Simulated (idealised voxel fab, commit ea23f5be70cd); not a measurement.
process module | voxel released beams
cross-section cut | 185 nm wide | cells 5 nm
A cross-section is a grid of square cells, given in bands from the top down. A band is one or more rows of cells.
Each band's line starts with the height of the band's top and of its bottom, in nm. Then come its materials from left to right, each with its width in nm. One material with "throughout" fills the band from edge to edge. "air" is empty space.
Height 0 is the level under which the wafer as received is all one material. The lowest band goes on downwards, as in "0 down".
A width such as "30 to 40" changes by the same amount from each row of cells to the next, from the band's top row to its bottom row.
"no change" after a step means that no cell of the cross-section changed.
closed voids: empty space of 8 cells or more with no open way to the top, each as width x height at its distance from the left edge, in nm
after a step's settings: what the simulator itself notes on the step
overlay nm, on a step with a mask: how far to the right of its planned place the mask lay; to the left if negative
plan
1 op RECEIVE | material Si
2 op CONFORMAL_DEP | material Al2O3 | thk nm 5
3 op DIRECTIONAL_DEP | material SiO2 | thk nm 20
4 op MASKED_ETCH | tone open | mask id ANCHOR | width nm 25 | etch materials SiO2 | depth nm 20 | overlay nm 0
5 op CONFORMAL_DEP | material SiN | thk nm 10
6 op DIRECTIONAL_DEP | material aC | thk nm 15
7 op PATTERN | tone cover | mask id BEAM | material resist | width nm 110 | thk nm 35 | overlay nm 0
8 op DIRECTIONAL_ETCH | etch materials aC | depth nm 15
9 op STRIP | etch materials resist
10 op DIRECTIONAL_ETCH | etch materials SiN | depth nm 10
11 op STRIP | etch materials aC
12 op STRIP | etch materials SiO2
first wafer, as planned
as received, after step 1
  0 down: Si throughout
  closed voids: none
after step 2
  5 to 0: Al2O3 throughout
  below 0: unchanged
after step 3
  25 to 5: SiO2 throughout
  below 5: unchanged
after step 4
  25 to 5: SiO2 40 | air 25 | SiO2 120
  below 5: unchanged
after step 5
  35 to 25: SiN 50 | air 5 | SiN 130
  25 to 15: SiO2 40 | SiN 10 | air 5 | SiN 10 | SiO2 120
  15 to 5: SiO2 40 | SiN 25 | SiO2 120
  below 5: unchanged
after step 6
  50 to 35: aC 50 | air 5 | aC 130
  35 to 30: SiN 50 | air 5 | SiN 130
  30 to 25: SiN 50 | aC 5 | SiN 130
  25 to 15: SiO2 40 | SiN 10 | aC 5 | SiN 10 | SiO2 120
  below 15: unchanged
after step 7
  85 to 50: air 35 | resist 110 | air 40
  50 to 35: aC 50 | resist 5 | aC 130
  35 to 30: SiN 50 | resist 5 | SiN 130
  below 30: unchanged
after step 8
  70 to 50: air 35 | resist 110 | air 40
  50 to 35: air 35 | aC 15 | resist 5 | aC 90 | air 40
  below 35: unchanged
after step 9
  50 to 35: air 35 | aC 15 | air 5 | aC 90 | air 40
  35 to 30: SiN 50 | air 5 | SiN 130
  below 30: unchanged
after step 10
  50 to 35: air 35 | aC 15 | air 5 | aC 90 | air 40
  35 to 30: air 35 | SiN 15 | air 5 | SiN 90 | air 40
  30 to 25: air 35 | SiN 15 | aC 5 | SiN 90 | air 40
  below 25: unchanged
after step 11
  35 to 25: air 35 | SiN 15 | air 5 | SiN 90 | air 40
  25 to 15: SiO2 40 | SiN 10 | air 5 | SiN 10 | SiO2 120
  below 15: unchanged
after step 12
  35 to 25: air 35 | SiN 15 | air 5 | SiN 90 | air 40
  25 to 15: air 40 | SiN 10 | air 5 | SiN 10 | air 120
  15 to 5: air 40 | SiN 25 | air 120
  below 5: unchanged
second wafer: like start, like plan, one mistake. Through step 2 it matches the first wafer
when step 3 should have ended
  25 to 5: SiN throughout
  below 5: unchanged
when step 4 should have ended: no change
when step 5 should have ended
  35 to 5: SiN throughout
  below 5: unchanged
when step 6 should have ended
  50 to 35: aC throughout
  below 35: unchanged
when step 7 should have ended
  85 to 50: air 35 | resist 110 | air 40
  below 50: unchanged
when step 8 should have ended
  70 to 50: air 35 | resist 110 | air 40
  50 to 35: air 35 | aC 110 | air 40
  below 35: unchanged
when step 9 should have ended
  50 to 35: air 35 | aC 110 | air 40
  below 35: unchanged
when step 10 should have ended
  50 to 35: air 35 | aC 110 | air 40
  35 to 25: air 35 | SiN 110 | air 40
  below 25: unchanged
when step 11 should have ended
  35 to 25: air 35 | SiN 110 | air 40
  below 25: unchanged
when step 12 should have ended: no change
what went wrong: step 3 ran as: op DIRECTIONAL_DEP | material SiN | thk nm 20
at the end the second wafer has, in cells: 132 more of SiN
